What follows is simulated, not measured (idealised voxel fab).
Name of the process module below: voxel self aligned contacts
It is cross-section cut that appears here, measuring 250 nm in width, its square cells being 5 nm in size.
Bands, listed from the top down, are how a cross-section gets written in this document; the cross-section itself is a grid of square cells, and a band is one or more rows of them.
For a band, the entry starts with two heights in nm, that of the top and then that of the bottom, and carries on with the band's materials in order from left to right, each alongside its width in nm; the word "full width" beside a single material means it fills the band edge to edge, and "empty" means empty space.
Below 0: as-received wafer, all one material; heights counted from there. Lowest band: no bottom, goes on down, written "0 nm and below".
With a width like "30..40", each row of cells in the band differs from the next by the same amount, the top row carrying the first number and the bottom row the second.
The cross-section has no changed cell in any step marked "nothing changed".
The list in "Entrapped voids" covers empty spaces of 8 cells or more that cannot reach the top through any open way, and it gives each as width x height at distance; the distance is from the left edge, and width, height and distance are in nm.
If you see something after the settings on a step's line, that's the simulator's own remark about that step.
When a step includes a mask, the "overlay nm" setting on its line states how far to the right of its planned place that mask lay, and negative values state how far to the left.
Read the rest as pairs. Take the cross-section before one process step, then the cross-section after it, which shows only down to the lowest band that changed. Under the pair, find the step between them and its settings. Bear in mind that pairs may come from different runs of this module on the same starting wafer: link a pair to the pair above it only where its entry headed "Before processing" says to.
### Before processing
	55 nm to 50 nm  100 nm TiN  45 nm empty  105 nm TiN
	50 nm to 45 nm  95 nm SiO2  15 nm TiN  15 nm empty  25 nm TiN  100 nm SiO2
	45 nm to 25 nm  60 nm SiO2  45 nm SiN  5 nm TiN  15 nm empty  5 nm TiN  45 nm SiN  75 nm SiO2
	25 nm to 5 nm  60 nm SiO2  5 nm SiN  35 nm polySi  5 nm SiN  5 nm TiN  15 nm empty  5 nm TiN  5 nm SiN  35 nm polySi  5 nm SiN  75 nm SiO2
	5 nm to 0 nm  105 nm SiO2  25 nm TiN  120 nm SiO2
	0 nm and below  Si full width
	Entrapped voids: none
### State After Step
	65 nm to 55 nm  W full width
	55 nm to 50 nm  100 nm TiN  45 nm W  105 nm TiN
	50 nm to 45 nm  95 nm SiO2  15 nm TiN  15 nm W  25 nm TiN  100 nm SiO2
	45 nm to 25 nm  60 nm SiO2  45 nm SiN  5 nm TiN  15 nm W  5 nm TiN  45 nm SiN  75 nm SiO2
	25 nm to 5 nm  60 nm SiO2  5 nm SiN  35 nm polySi  5 nm SiN  5 nm TiN  15 nm W  5 nm TiN  5 nm SiN  35 nm polySi  5 nm SiN  75 nm SiO2
	For the remainder of the cross-section, below 5, there is no change.
	Entrapped voids: none
Going from the before section above to the after section, the step was op FILL_DEP | material W | thk nm 10
Before processing: carried over from the after image of the pair right above.
### State After Step
	50 nm to 45 nm  95 nm SiO2  15 nm TiN  15 nm W  25 nm TiN  100 nm SiO2
	For the remainder of the cross-section, below 45, there is no change.
	Entrapped voids: none
Going from the before section above to the after section, the step was op CMP | height nm 50
Before processing: carried over from the after image of the pair right above.
### State After Step
	55 nm to 50 nm  SiCN full width
	For the remainder of the cross-section, below 50, there is no change.
	Entrapped voids: none
Going from the before section above to the after section, the step was op CONFORMAL_DEP | material SiCN | thk nm 5
### Before processing
	0 nm and below  Si full width
	Entrapped voids: none
### State After Step
	5 nm to 0 nm  TiN full width
	For the remainder of the cross-section, below 0, there is no change.
	Entrapped voids: none
Going from the before section above to the after section, the step was op CONFORMAL_DEP | material TiN | thk nm 5
Before processing: carried over from the after image of the pair right above.
### State After Step
	25 nm to 5 nm  polySi full width
	For the remainder of the cross-section, below 5, there is no change.
	Entrapped voids: none
Going from the before section above to the after section, the step was op DIRECTIONAL_DEP | material polySi | thk nm 20
Before processing: carried over from the after image of the pair right above.
### State After Step
	45 nm to 25 nm  SiN full width
	For the remainder of the cross-section, below 25, there is no change.
	Entrapped voids: none
Going from the before section above to the after section, the step was op DIRECTIONAL_DEP | material SiN | thk nm 20
Before processing: carried over from the after image of the pair right above.
### State After Step
	60 nm to 45 nm  aC full width
	For the remainder of the cross-section, below 45, there is no change.
	Entrapped voids: none
Going from the before section above to the after section, the step was op DIRECTIONAL_DEP | material aC | thk nm 15
Before processing: carried over from the after image of the pair right above.
### State After Step
	95 nm to 60 nm  70 nm empty  35 nm resist  35 nm empty  35 nm resist  75 nm empty
	For the remainder of the cross-section, below 60, there is no change.
	Entrapped voids: none
Going from the before section above to the after section, the step was op PATTERN | tone cover | mask id GATE | material resist | width nm 35 | pitch nm 70 | thk nm 35 | overlay nm 0
Before processing: carried over from the after image of the pair right above.
### State After Step
	80 nm to 60 nm  70 nm empty  35 nm resist  35 nm empty  35 nm resist  75 nm empty
	60 nm to 45 nm  70 nm empty  35 nm aC  35 nm empty  35 nm aC  75 nm empty
	For the remainder of the cross-section, below 45, there is no change.
	Entrapped voids: none
Going from the before section above to the after section, the step was op DIRECTIONAL_ETCH | etch materials aC | depth nm 15
Before processing: carried over from the after image of the pair right above.
### State After Step
	60 nm to 45 nm  70 nm empty  35 nm aC  35 nm empty  35 nm aC  75 nm empty
	For the remainder of the cross-section, below 45, there is no change.
	Entrapped voids: none
Going from the before section above to the after section, the step was op STRIP | etch materials resist
Before processing: carried over from the after image of the pair right above.
### State After Step
	60 nm to 45 nm  70 nm empty  35 nm aC  35 nm empty  35 nm aC  75 nm empty
	45 nm to 25 nm  70 nm empty  35 nm SiN  35 nm empty  35 nm SiN  75 nm empty
	For the remainder of the cross-section, below 25, there is no change.
	Entrapped voids: none
Going from the before section above to the after section, the step was op DIRECTIONAL_ETCH | etch materials SiN | depth nm 20
Before processing: carried over from the after image of the pair right above.
### State After Step
	60 nm to 45 nm  70 nm empty  35 nm aC  35 nm empty  35 nm aC  75 nm empty
	45 nm to 25 nm  70 nm empty  35 nm SiN  35 nm empty  35 nm SiN  75 nm empty
	25 nm to 5 nm  70 nm empty  35 nm polySi  35 nm empty  35 nm polySi  75 nm empty
	For the remainder of the cross-section, below 5, there is no change.
	Entrapped voids: none
Going from the before section above to the after section, the step was op DIRECTIONAL_ETCH | etch materials polySi | depth nm 20
Before processing: carried over from the after image of the pair right above.
### State After Step
	45 nm to 25 nm  70 nm empty  35 nm SiN  35 nm empty  35 nm SiN  75 nm empty
	For the remainder of the cross-section, below 25, there is no change.
	Entrapped voids: none
Going from the before section above to the after section, the step was op STRIP | etch materials aC
Before processing: carried over from the after image of the pair right above.
### State After Step
	50 nm to 25 nm  65 nm empty  45 nm SiN  25 nm empty  45 nm SiN  70 nm empty
	25 nm to 10 nm  65 nm empty  5 nm SiN  35 nm polySi  5 nm SiN  25 nm empty  5 nm SiN  35 nm polySi  5 nm SiN  70 nm empty
	10 nm to 5 nm  70 nm SiN  35 nm polySi  35 nm SiN  35 nm polySi  75 nm SiN
	For the remainder of the cross-section, below 5, there is no change.
	Entrapped voids: none
Going from the before section above to the after section, the step was op CONFORMAL_DEP | material SiN | thk nm 5
Before processing: carried over from the after image of the pair right above.
### State After Step
	45 nm to 25 nm  65 nm empty  45 nm SiN  25 nm empty  45 nm SiN  70 nm empty
	25 nm to 5 nm  65 nm empty  5 nm SiN  35 nm polySi  5 nm SiN  25 nm empty  5 nm SiN  35 nm polySi  5 nm SiN  70 nm empty
	For the remainder of the cross-section, below 5, there is no change.
	Entrapped voids: none
Going from the before section above to the after section, the step was op DIRECTIONAL_ETCH | etch materials SiN | depth nm 5
Before processing: carried over from the after image of the pair right above.
### State After Step
	55 nm to 45 nm  SiO2 full width
	45 nm to 25 nm  65 nm SiO2  45 nm SiN  25 nm SiO2  45 nm SiN  70 nm SiO2
	25 nm to 5 nm  65 nm SiO2  5 nm SiN  35 nm polySi  5 nm SiN  25 nm SiO2  5 nm SiN  35 nm polySi  5 nm SiN  70 nm SiO2
	For the remainder of the cross-section, below 5, there is no change.
	Entrapped voids: none
Going from the before section above to the after section, the step was op FILL_DEP | material SiO2 | thk nm 10
Before processing: carried over from the after image of the pair right above.
### State After Step
	50 nm to 45 nm  SiO2 full width
	For the remainder of the cross-section, below 45, there is no change.
	Entrapped voids: none
Going from the before section above to the after section, the step was op CMP | height nm 50
Before processing: carried over from the after image of the pair right above.
### State After Step
	65 nm to 50 nm  aC full width
	For the remainder of the cross-section, below 50, there is no change.
	Entrapped voids: none
Going from the before section above to the after section, the step was op DIRECTIONAL_DEP | material aC | thk nm 15
Before processing: carried over from the after image of the pair right above.
### State After Step
	95 nm to 65 nm  95 nm resist  55 nm empty  100 nm resist
	For the remainder of the cross-section, below 65, there is no change.
	Entrapped voids: none
Going from the before section above to the after section, the step was op PATTERN | tone open | mask id CONTACT | material resist | width nm 55 | thk nm 30 | overlay nm 0
Before processing: carried over from the after image of the pair right above.
### State After Step
	80 nm to 65 nm  95 nm resist  55 nm empty  100 nm resist
	65 nm to 50 nm  95 nm aC  55 nm empty  100 nm aC
	For the remainder of the cross-section, below 50, there is no change.
	Entrapped voids: none
Going from the before section above to the after section, the step was op DIRECTIONAL_ETCH | etch materials aC | depth nm 15
Before processing: carried over from the after image of the pair right above.
### State After Step
	65 nm to 50 nm  95 nm aC  55 nm empty  100 nm aC
	For the remainder of the cross-section, below 50, there is no change.
	Entrapped voids: none
Going from the before section above to the after section, the step was op STRIP | etch materials resist
Before processing: carried over from the after image of the pair right above.
### State After Step
	65 nm to 50 nm  95 nm aC  55 nm empty  100 nm aC
	50 nm to 45 nm  95 nm SiO2  55 nm empty  100 nm SiO2
	45 nm to 25 nm  65 nm SiO2  45 nm SiN  25 nm empty  45 nm SiN  70 nm SiO2
	25 nm to 5 nm  65 nm SiO2  5 nm SiN  35 nm polySi  5 nm SiN  25 nm empty  5 nm SiN  35 nm polySi  5 nm SiN  70 nm SiO2
	For the remainder of the cross-section, below 5, there is no change.
	Entrapped voids: none
Going from the before section above to the after section, the step was op DIRECTIONAL_ETCH | etch materials SiO2 | depth nm 50
Before processing: carried over from the after image of the pair right above.
### State After Step
	50 nm to 45 nm  95 nm SiO2  55 nm empty  100 nm SiO2
	For the remainder of the cross-section, below 45, there is no change.
	Entrapped voids: none
Going from the before section above to the after section, the step was op STRIP | etch materials aC
Before processing: carried over from the after image of the pair right above.
### State After Step
	55 nm to 50 nm  100 nm TiN  45 nm empty  105 nm TiN
	50 nm to 45 nm  95 nm SiO2  20 nm TiN  15 nm empty  20 nm TiN  100 nm SiO2
	45 nm to 25 nm  65 nm SiO2  45 nm SiN  5 nm TiN  15 nm empty  5 nm TiN  45 nm SiN  70 nm SiO2
	25 nm to 10 nm  65 nm SiO2  5 nm SiN  35 nm polySi  5 nm SiN  5 nm TiN  15 nm empty  5 nm TiN  5 nm SiN  35 nm polySi  5 nm SiN  70 nm SiO2
	10 nm to 5 nm  65 nm SiO2  5 nm SiN  35 nm polySi  5 nm SiN  25 nm TiN  5 nm SiN  35 nm polySi  5 nm SiN  70 nm SiO2
	For the remainder of the cross-section, below 5, there is no change.
	Entrapped voids: none
Going from the before section above to the after section, the step was op CONFORMAL_DEP | material TiN | thk nm 5
Before processing: carried over from the after image of the pair right above.
### State After Step
	65 nm to 55 nm  W full width
	55 nm to 50 nm  100 nm TiN  45 nm W  105 nm TiN
	50 nm to 45 nm  95 nm SiO2  20 nm TiN  15 nm W  20 nm TiN  100 nm SiO2
	45 nm to 25 nm  65 nm SiO2  45 nm SiN  5 nm TiN  15 nm W  5 nm TiN  45 nm SiN  70 nm SiO2
	25 nm to 10 nm  65 nm SiO2  5 nm SiN  35 nm polySi  5 nm SiN  5 nm TiN  15 nm W  5 nm TiN  5 nm SiN  35 nm polySi  5 nm SiN  70 nm SiO2
	For the remainder of the cross-section, below 10, there is no change.
	Entrapped voids: none
Going from the before section above to the after section, the step was op FILL_DEP | material W | thk nm 10
Before processing: carried over from the after image of the pair right above.
### State After Step
	50 nm to 45 nm  95 nm SiO2  20 nm TiN  15 nm W  20 nm TiN  100 nm SiO2
	For the remainder of the cross-section, below 45, there is no change.
	Entrapped voids: none
Going from the before section above to the after section, the step was op CMP | height nm 50
Before processing: carried over from the after image of the pair right above.
### State After Step
	55 nm to 50 nm  SiCN full width
	For the remainder of the cross-section, below 50, there is no change.
	Entrapped voids: none
Going from the before section above to the after section, the step was op CONFORMAL_DEP | material SiCN | thk nm 5
### Before processing
	60 nm to 45 nm  aC full width
	45 nm to 25 nm  SiN full width
	25 nm to 5 nm  polySi full width
	5 nm to 0 nm  SiO2 full width
	0 nm and below  Si full width
	Entrapped voids: none
### State After Step
	95 nm to 60 nm  70 nm resist  35 nm empty  35 nm resist  35 nm empty  75 nm resist
	For the remainder of the cross-section, below 60, there is no change.
	Entrapped voids: none
Going from the before section above to the after section, the step was op PATTERN | tone open | mask id GATE | material resist | width nm 35 | pitch nm 70 | thk nm 35 | overlay nm 0
Before processing: carried over from the after image of the pair right above.
### State After Step
	80 nm to 60 nm  70 nm resist  35 nm empty  35 nm resist  35 nm empty  75 nm resist
	60 nm to 45 nm  70 nm aC  35 nm empty  35 nm aC  35 nm empty  75 nm aC
	For the remainder of the cross-section, below 45, there is no change.
	Entrapped voids: none
Going from the before section above to the after section, the step was op DIRECTIONAL_ETCH | etch materials aC | depth nm 15
Before processing: carried over from the after image of the pair right above.
### State After Step
	60 nm to 45 nm  70 nm aC  35 nm empty  35 nm aC  35 nm empty  75 nm aC
	For the remainder of the cross-section, below 45, there is no change.
	Entrapped voids: none
Going from the before section above to the after section, the step was op STRIP | etch materials resist
Before processing: carried over from the after image of the pair right above.
### State After Step
	60 nm to 45 nm  70 nm aC  35 nm empty  35 nm aC  35 nm empty  75 nm aC
	45 nm to 25 nm  70 nm SiN  35 nm empty  35 nm SiN  35 nm empty  75 nm SiN
	For the remainder of the cross-section, below 25, there is no change.
	Entrapped voids: none
Going from the before section above to the after section, the step was op DIRECTIONAL_ETCH | etch materials SiN | depth nm 20
Before processing: carried over from the after image of the pair right above.
### State After Step
	60 nm to 45 nm  70 nm aC  35 nm empty  35 nm aC  35 nm empty  75 nm aC
	45 nm to 25 nm  70 nm SiN  35 nm empty  35 nm SiN  35 nm empty  75 nm SiN
	25 nm to 5 nm  70 nm polySi  35 nm empty  35 nm polySi  35 nm empty  75 nm polySi
	For the remainder of the cross-section, below 5, there is no change.
	Entrapped voids: none
Going from the before section above to the after section, the step was op DIRECTIONAL_ETCH | etch materials polySi | depth nm 20
Before processing: carried over from the after image of the pair right above.
### State After Step
	45 nm to 25 nm  70 nm SiN  35 nm empty  35 nm SiN  35 nm empty  75 nm SiN
	For the remainder of the cross-section, below 25, there is no change.
	Entrapped voids: none
Going from the before section above to the after section, the step was op STRIP | etch materials aC
Before processing: carried over from the after image of the pair right above.
### State After Step
	50 nm to 25 nm  75 nm SiN  25 nm empty  45 nm SiN  25 nm empty  80 nm SiN
	25 nm to 10 nm  70 nm polySi  5 nm SiN  25 nm empty  5 nm SiN  35 nm polySi  5 nm SiN  25 nm empty  5 nm SiN  75 nm polySi
	10 nm to 5 nm  70 nm polySi  35 nm SiN  35 nm polySi  35 nm SiN  75 nm polySi
	For the remainder of the cross-section, below 5, there is no change.
	Entrapped voids: none
Going from the before section above to the after section, the step was op CONFORMAL_DEP | material SiN | thk nm 5
Before processing: carried over from the after image of the pair right above.
### State After Step
	45 nm to 25 nm  75 nm SiN  25 nm empty  45 nm SiN  25 nm empty  80 nm SiN
	25 nm to 5 nm  70 nm polySi  5 nm SiN  25 nm empty  5 nm SiN  35 nm polySi  5 nm SiN  25 nm empty  5 nm SiN  75 nm polySi
	For the remainder of the cross-section, below 5, there is no change.
	Entrapped voids: none
Going from the before section above to the after section, the step was op DIRECTIONAL_ETCH | etch materials SiN | depth nm 5
Before processing: carried over from the after image of the pair right above.
### State After Step
	55 nm to 45 nm  SiO2 full width
	45 nm to 25 nm  75 nm SiN  25 nm SiO2  45 nm SiN  25 nm SiO2  80 nm SiN
	25 nm to 5 nm  70 nm polySi  5 nm SiN  25 nm SiO2  5 nm SiN  35 nm polySi  5 nm SiN  25 nm SiO2  5 nm SiN  75 nm polySi
	For the remainder of the cross-section, below 5, there is no change.
	Entrapped voids: none
Going from the before section above to the after section, the step was op FILL_DEP | material SiO2 | thk nm 10
Before processing: carried over from the after image of the pair right above.
### State After Step
	50 nm to 45 nm  SiO2 full width
	For the remainder of the cross-section, below 45, there is no change.
	Entrapped voids: none
Going from the before section above to the after section, the step was op CMP | height nm 50
Before processing: carried over from the after image of the pair right above.
### State After Step
	65 nm to 50 nm  aC full width
	For the remainder of the cross-section, below 50, there is no change.
	Entrapped voids: none
Going from the before section above to the after section, the step was op DIRECTIONAL_DEP | material aC | thk nm 15
Before processing: carried over from the after image of the pair right above.
### State After Step
	95 nm to 65 nm  95 nm resist  55 nm empty  100 nm resist
	For the remainder of the cross-section, below 65, there is no change.
	Entrapped voids: none
Going from the before section above to the after section, the step was op PATTERN | tone open | mask id CONTACT | material resist | width nm 55 | thk nm 30 | overlay nm 0
Before processing: carried over from the after image of the pair right above.
### State After Step
	80 nm to 65 nm  95 nm resist  55 nm empty  100 nm resist
	65 nm to 50 nm  95 nm aC  55 nm empty  100 nm aC
	For the remainder of the cross-section, below 50, there is no change.
	Entrapped voids: none
Going from the before section above to the after section, the step was op DIRECTIONAL_ETCH | etch materials aC | depth nm 15
Before processing: carried over from the after image of the pair right above.
### State After Step
	65 nm to 50 nm  95 nm aC  55 nm empty  100 nm aC
	For the remainder of the cross-section, below 50, there is no change.
	Entrapped voids: none
Going from the before section above to the after section, the step was op STRIP | etch materials resist
Before processing: carried over from the after image of the pair right above.
### State After Step
	65 nm to 50 nm  95 nm aC  55 nm empty  100 nm aC
	50 nm to 45 nm  95 nm SiO2  55 nm empty  100 nm SiO2
	45 nm to 25 nm  75 nm SiN  20 nm SiO2  5 nm empty  45 nm SiN  5 nm empty  20 nm SiO2  80 nm SiN
	25 nm to 5 nm  70 nm polySi  5 nm SiN  20 nm SiO2  5 nm empty  5 nm SiN  35 nm polySi  5 nm SiN  5 nm empty  20 nm SiO2  5 nm SiN  75 nm polySi
	5 nm to 0 nm  95 nm SiO2  5 nm empty  45 nm SiO2  5 nm empty  100 nm SiO2
	For the remainder of the cross-section, below 0, there is no change.
	Entrapped voids: none
Going from the before section above to the after section, the step was op DIRECTIONAL_ETCH | etch materials SiO2 | depth nm 50
Before processing: carried over from the after image of the pair right above.
### State After Step
	50 nm to 45 nm  95 nm SiO2  55 nm empty  100 nm SiO2
	For the remainder of the cross-section, below 45, there is no change.
	Entrapped voids: none
Going from the before section above to the after section, the step was op STRIP | etch materials aC
Before processing: carried over from the after image of the pair right above.
### State After Step
	55 nm to 50 nm  100 nm TiN  45 nm empty  105 nm TiN
	50 nm to 45 nm  95 nm SiO2  55 nm TiN  100 nm SiO2
	45 nm to 25 nm  75 nm SiN  20 nm SiO2  5 nm TiN  45 nm SiN  5 nm TiN  20 nm SiO2  80 nm SiN
	25 nm to 5 nm  70 nm polySi  5 nm SiN  20 nm SiO2  5 nm TiN  5 nm SiN  35 nm polySi  5 nm SiN  5 nm TiN  20 nm SiO2  5 nm SiN  75 nm polySi
	5 nm to 0 nm  95 nm SiO2  5 nm TiN  45 nm SiO2  5 nm TiN  100 nm SiO2
	For the remainder of the cross-section, below 0, there is no change.
	Entrapped voids: none
Going from the before section above to the after section, the step was op CONFORMAL_DEP | material TiN | thk nm 5
Before processing: carried over from the after image of the pair right above.
### State After Step
	65 nm to 55 nm  W full width
	55 nm to 50 nm  100 nm TiN  45 nm W  105 nm TiN
	For the remainder of the cross-section, below 50, there is no change.
	Entrapped voids: none
Going from the before section above to the after section, the step was op FILL_DEP | material W | thk nm 10
Before processing: carried over from the after image of the pair right above.
### State After Step
	50 nm to 45 nm  95 nm SiO2  55 nm TiN  100 nm SiO2
	For the remainder of the cross-section, below 45, there is no change.
	Entrapped voids: none
Going from the before section above to the after section, the step was op CMP | height nm 50
Before processing: carried over from the after image of the pair right above.
### State After Step
	55 nm to 50 nm  SiCN full width
	For the remainder of the cross-section, below 50, there is no change.
	Entrapped voids: none
Going from the before section above to the after section, the step was op CONFORMAL_DEP | material SiCN | thk nm 5
